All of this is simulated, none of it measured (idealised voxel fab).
The name of this process module is voxel capacitor over wiring.
The width of the displayed cross-section, cut, is 240 nm; its cells are square, with a size of 5 nm.
We lay out every cross-section as a grid of square cells and spell it out in bands from the top down, where one band means one or more rows of cells. Top, bottom (nm), then materials left to right with widths (nm); lone material tagged "throughout" fills the whole band edge to edge; "empty" = empty space. Height reference: 0 = level under which incoming wafer is all one material. Lowest band: no bottom, runs on downward, e.g. "top 0, no bottom". Per-row width for "30->40": begins at first number (top row of band), ends at second number (bottom row), increment between rows held constant. Key: "identical to before" - step with no changed cell in the cross-section. The entry "Enclosed void listing" lists the empty spaces that cover at least 8 cells and have no open path to the top. Each is written as width x height at distance, where the distance is measured from the left edge and all three values are in nm. Whatever follows a step's settings on its line is a remark the simulator itself makes about that step. The line of a step may include "overlay nm". On a step with a mask, this value is how far to the right of its planned place the mask lay. A negative value means the mask lay to the left.

Planned step list for the process
1) RECEIVE | material Si
2) CONFORMAL_DEP | material SiO2 | thk nm 15
3) CONFORMAL_DEP | material SiCN | thk nm 5
4) DIRECTIONAL_DEP | material lowk | thk nm 15
5) PATTERN | tone open | mask id METAL_1 | material resist | width nm 20 | pitch nm 70 | thk nm 20 | overlay nm 0
6) DIRECTIONAL_ETCH | etch materials lowk | depth nm 15
7) DIRECTIONAL_ETCH | etch materials SiCN | depth nm 5
8) STRIP | etch materials resist
9) CONFORMAL_DEP | material TiN | thk nm 5
10) FILL_DEP | material Cu | thk nm 10
11) CMP | height nm 35
12) CONFORMAL_DEP | material SiCN | thk nm 5
13) DIRECTIONAL_DEP | material lowk | thk nm 15
14) MASKED_ETCH | tone open | mask id PLUG_1 | width nm 15 | etch materials lowk | depth nm 15 | overlay nm 0
15) MASKED_ETCH | tone open | mask id PLUG_1 | width nm 15 | etch materials SiCN | depth nm 5 | overlay nm 0
16) CONFORMAL_DEP | material TiN | thk nm 5
17) FILL_DEP | material Cu | thk nm 10
18) CMP | height nm 55
19) DIRECTIONAL_DEP | material TiN | thk nm 5
20) DIRECTIONAL_DEP | material HfO2 | thk nm 5
21) DIRECTIONAL_DEP | material TiN | thk nm 5
22) PATTERN | tone cover | mask id UPPER_PLATE | material resist | width nm 55 | thk nm 15 | overlay nm 0
23) DIRECTIONAL_ETCH | etch materials TiN | depth nm 5
24) DIRECTIONAL_ETCH | etch materials HfO2 | depth nm 5
25) STRIP | etch materials resist
26) DIRECTIONAL_DEP | material aC | thk nm 15
27) PATTERN | tone cover | mask id LOWER_PLATE | material resist | width nm 65 | thk nm 30 | overlay nm 0
28) DIRECTIONAL_ETCH | etch materials aC | depth nm 15
29) STRIP | etch materials resist
30) DIRECTIONAL_ETCH | etch materials TiN | depth nm 5
31) STRIP | etch materials aC
32) FILL_DEP | material SiO2 | thk nm 15
33) CMP | height nm 80
34) MASKED_ETCH | tone open | mask id PLUG_2 | width nm 15 | etch materials SiO2 | depth nm 10 | overlay nm 0
35) CONFORMAL_DEP | material TiN | thk nm 5
36) FILL_DEP | material Ru | thk nm 10
37) CMP | height nm 80
38) CONFORMAL_DEP | material SiN | thk nm 5

First wafer out of two, processed as planned

As received (post step 1): cross-section
- top 0, no bottom | Si throughout
- Enclosed void listing: none

Cross-sectional representation of the wafer at the conclusion of step 2
- top 15, bottom 0 | SiO2 throughout
- Note: structure below 0 unchanged.

Cross-sectional representation of the wafer at the conclusion of step 3
- top 20, bottom 15 | SiCN throughout
- Note: structure below 15 unchanged.

Cross-sectional representation of the wafer at the conclusion of step 4
- top 35, bottom 20 | lowk throughout
- Note: structure below 20 unchanged.

Cross-sectional representation of the wafer at the conclusion of step 5
- top 55, bottom 35 | resist=75, empty=20, resist=50, empty=20, resist=75
- Note: structure below 35 unchanged.

Cross-sectional representation of the wafer at the conclusion of step 6
- top 55, bottom 35 | resist=75, empty=20, resist=50, empty=20, resist=75
- top 35, bottom 20 | lowk=75, empty=20, lowk=50, empty=20, lowk=75
- Note: structure below 20 unchanged.

Cross-sectional representation of the wafer at the conclusion of step 7
- top 55, bottom 35 | resist=75, empty=20, resist=50, empty=20, resist=75
- top 35, bottom 20 | lowk=75, empty=20, lowk=50, empty=20, lowk=75
- top 20, bottom 15 | SiCN=75, empty=20, SiCN=50, empty=20, SiCN=75
- Note: structure below 15 unchanged.

Cross-sectional representation of the wafer at the conclusion of step 8
- top 35, bottom 20 | lowk=75, empty=20, lowk=50, empty=20, lowk=75
- Note: structure below 20 unchanged.

Cross-sectional representation of the wafer at the conclusion of step 9
- top 40, bottom 35 | TiN=80, empty=10, TiN=60, empty=10, TiN=80
- top 35, bottom 20 | lowk=75, TiN=5, empty=10, TiN=5, lowk=50, TiN=5, empty=10, TiN=5, lowk=75
- top 20, bottom 15 | SiCN=75, TiN=20, SiCN=50, TiN=20, SiCN=75
- Note: structure below 15 unchanged.

Cross-sectional representation of the wafer at the conclusion of step 10
- top 50, bottom 40 | Cu throughout
- top 40, bottom 35 | TiN=80, Cu=10, TiN=60, Cu=10, TiN=80
- top 35, bottom 20 | lowk=75, TiN=5, Cu=10, TiN=5, lowk=50, TiN=5, Cu=10, TiN=5, lowk=75
- Note: structure below 20 unchanged.

Cross-sectional representation of the wafer at the conclusion of step 11
- top 35, bottom 20 | lowk=75, TiN=5, Cu=10, TiN=5, lowk=50, TiN=5, Cu=10, TiN=5, lowk=75
- Note: structure below 20 unchanged.

Cross-sectional representation of the wafer at the conclusion of step 12
- top 40, bottom 35 | SiCN throughout
- Note: structure below 35 unchanged.

Cross-sectional representation of the wafer at the conclusion of step 13
- top 55, bottom 40 | lowk throughout
- Note: structure below 40 unchanged.

Cross-sectional representation of the wafer at the conclusion of step 14
- top 55, bottom 40 | lowk=80, empty=15, lowk=145
- Note: structure below 40 unchanged.

Cross-sectional representation of the wafer at the conclusion of step 15
- top 55, bottom 40 | lowk=80, empty=15, lowk=145
- top 40, bottom 35 | SiCN=80, empty=15, SiCN=145
- Note: structure below 35 unchanged.

Cross-sectional representation of the wafer at the conclusion of step 16
- top 60, bottom 55 | TiN=85, empty=5, TiN=150
- top 55, bottom 40 | lowk=80, TiN=5, empty=5, TiN=5, lowk=145
- top 40, bottom 35 | SiCN=80, TiN=15, SiCN=145
- Note: structure below 35 unchanged.

Cross-sectional representation of the wafer at the conclusion of step 17
- top 70, bottom 60 | Cu throughout
- top 60, bottom 55 | TiN=85, Cu=5, TiN=150
- top 55, bottom 40 | lowk=80, TiN=5, Cu=5, TiN=5, lowk=145
- Note: structure below 40 unchanged.

Cross-sectional representation of the wafer at the conclusion of step 18
- top 55, bottom 40 | lowk=80, TiN=5, Cu=5, TiN=5, lowk=145
- Note: structure below 40 unchanged.

Cross-sectional representation of the wafer at the conclusion of step 19
- top 60, bottom 55 | TiN throughout
- Note: structure below 55 unchanged.

Cross-sectional representation of the wafer at the conclusion of step 20
- top 65, bottom 60 | HfO2 throughout
- Note: structure below 60 unchanged.

Cross-sectional representation of the wafer at the conclusion of step 21
- top 70, bottom 65 | TiN throughout
- Note: structure below 65 unchanged.

Cross-sectional representation of the wafer at the conclusion of step 22
- top 85, bottom 70 | empty=80, resist=55, empty=105
- Note: structure below 70 unchanged.

Cross-sectional representation of the wafer at the conclusion of step 23
- top 85, bottom 70 | empty=80, resist=55, empty=105
- top 70, bottom 65 | empty=80, TiN=55, empty=105
- Note: structure below 65 unchanged.

Cross-sectional representation of the wafer at the conclusion of step 24
- top 85, bottom 70 | empty=80, resist=55, empty=105
- top 70, bottom 65 | empty=80, TiN=55, empty=105
- top 65, bottom 60 | empty=80, HfO2=55, empty=105
- Note: structure below 60 unchanged.

Cross-sectional representation of the wafer at the conclusion of step 25
- top 70, bottom 65 | empty=80, TiN=55, empty=105
- Note: structure below 65 unchanged.

Cross-sectional representation of the wafer at the conclusion of step 26
- top 85, bottom 75 | empty=80, aC=55, empty=105
- top 75, bottom 70 | aC throughout
- top 70, bottom 65 | aC=80, TiN=55, aC=105
- top 65, bottom 60 | aC=80, HfO2=55, aC=105
- Note: structure below 60 unchanged.

Cross-sectional representation of the wafer at the conclusion of step 27
- top 115, bottom 85 | empty=75, resist=65, empty=100
- top 85, bottom 75 | empty=75, resist=5, aC=55, resist=5, empty=100
- Note: structure below 75 unchanged.

Cross-sectional representation of the wafer at the conclusion of step 28
- top 100, bottom 85 | empty=75, resist=65, empty=100
- top 85, bottom 75 | empty=75, resist=5, aC=55, resist=5, empty=100
- top 75, bottom 70 | empty=75, aC=65, empty=100
- top 70, bottom 65 | empty=75, aC=5, TiN=55, aC=5, empty=100
- top 65, bottom 60 | empty=75, aC=5, HfO2=55, aC=5, empty=100
- Note: structure below 60 unchanged.

Cross-sectional representation of the wafer at the conclusion of step 29
- top 85, bottom 75 | empty=80, aC=55, empty=105
- Note: structure below 75 unchanged.

Cross-sectional representation of the wafer at the conclusion of step 30
- top 85, bottom 75 | empty=80, aC=55, empty=105
- top 75, bottom 70 | empty=75, aC=65, empty=100
- top 70, bottom 65 | empty=75, aC=5, TiN=55, aC=5, empty=100
- top 65, bottom 60 | empty=75, aC=5, HfO2=55, aC=5, empty=100
- top 60, bottom 55 | empty=75, TiN=65, empty=100
- Note: structure below 55 unchanged.

Cross-sectional representation of the wafer at the conclusion of step 31
- top 70, bottom 65 | empty=80, TiN=55, empty=105
- top 65, bottom 60 | empty=80, HfO2=55, empty=105
- Note: structure below 60 unchanged.

Cross-sectional representation of the wafer at the conclusion of step 32
- top 85, bottom 70 | SiO2 throughout
- top 70, bottom 65 | SiO2=80, TiN=55, SiO2=105
- top 65, bottom 60 | SiO2=80, HfO2=55, SiO2=105
- top 60, bottom 55 | SiO2=75, TiN=65, SiO2=100
- Note: structure below 55 unchanged.

Cross-sectional representation of the wafer at the conclusion of step 33
- top 80, bottom 70 | SiO2 throughout
- Note: structure below 70 unchanged.

Cross-sectional representation of the wafer at the conclusion of step 34
- top 80, bottom 70 | SiO2=90, empty=15, SiO2=135
- Note: structure below 70 unchanged.

Cross-sectional representation of the wafer at the conclusion of step 35
- top 85, bottom 80 | TiN=95, empty=5, TiN=140
- top 80, bottom 75 | SiO2=90, TiN=5, empty=5, TiN=5, SiO2=135
- top 75, bottom 65 | SiO2=90->80, TiN=15->55, SiO2=135->105
- Note: structure below 65 unchanged.

Cross-sectional representation of the wafer at the conclusion of step 36
- top 95, bottom 85 | Ru throughout
- top 85, bottom 80 | TiN=95, Ru=5, TiN=140
- top 80, bottom 75 | SiO2=90, TiN=5, Ru=5, TiN=5, SiO2=135
- Note: structure below 75 unchanged.

Cross-sectional representation of the wafer at the conclusion of step 37
- top 80, bottom 75 | SiO2=90, TiN=5, Ru=5, TiN=5, SiO2=135
- Note: structure below 75 unchanged.

Cross-sectional representation of the wafer at the conclusion of step 38
- top 85, bottom 80 | SiN throughout
- Note: structure below 80 unchanged.

Here the second wafer is described. Its start and its plan were those of the first wafer. Its run contained one mistake. Up to and including step 34, it did exactly what the first wafer did

Cross-section of the second wafer at the time by which step 35 should have been completed according to the plan
- top 85, bottom 80 | SiCN=95, empty=5, SiCN=140
- top 80, bottom 75 | SiO2=90, SiCN=5, empty=5, SiCN=5, SiO2=135
- top 75, bottom 70 | SiO2=90, SiCN=15, SiO2=135
- Note: structure below 70 unchanged.

Cross-section of the second wafer at the time by which step 36 should have been completed according to the plan
- top 95, bottom 85 | Ru throughout
- top 85, bottom 80 | SiCN=95, Ru=5, SiCN=140
- top 80, bottom 75 | SiO2=90, SiCN=5, Ru=5, SiCN=5, SiO2=135
- Note: structure below 75 unchanged.

Cross-section of the second wafer at the time by which step 37 should have been completed according to the plan
- top 80, bottom 75 | SiO2=90, SiCN=5, Ru=5, SiCN=5, SiO2=135
- Note: structure below 75 unchanged.

Cross-section of the second wafer at the time by which step 38 should have been completed according to the plan
- top 85, bottom 80 | SiN throughout
- Note: structure below 80 unchanged.
In executing the process, a mistake was made relative to the plan: step 35 was run on a setting that differed from the plan, and what really ran there is CONFORMAL_DEP | material SiCN | thk nm 5
The final cell counts differ between the wafers, with the second having more or fewer of some materials than the first: SiCN +5 | TiN -5
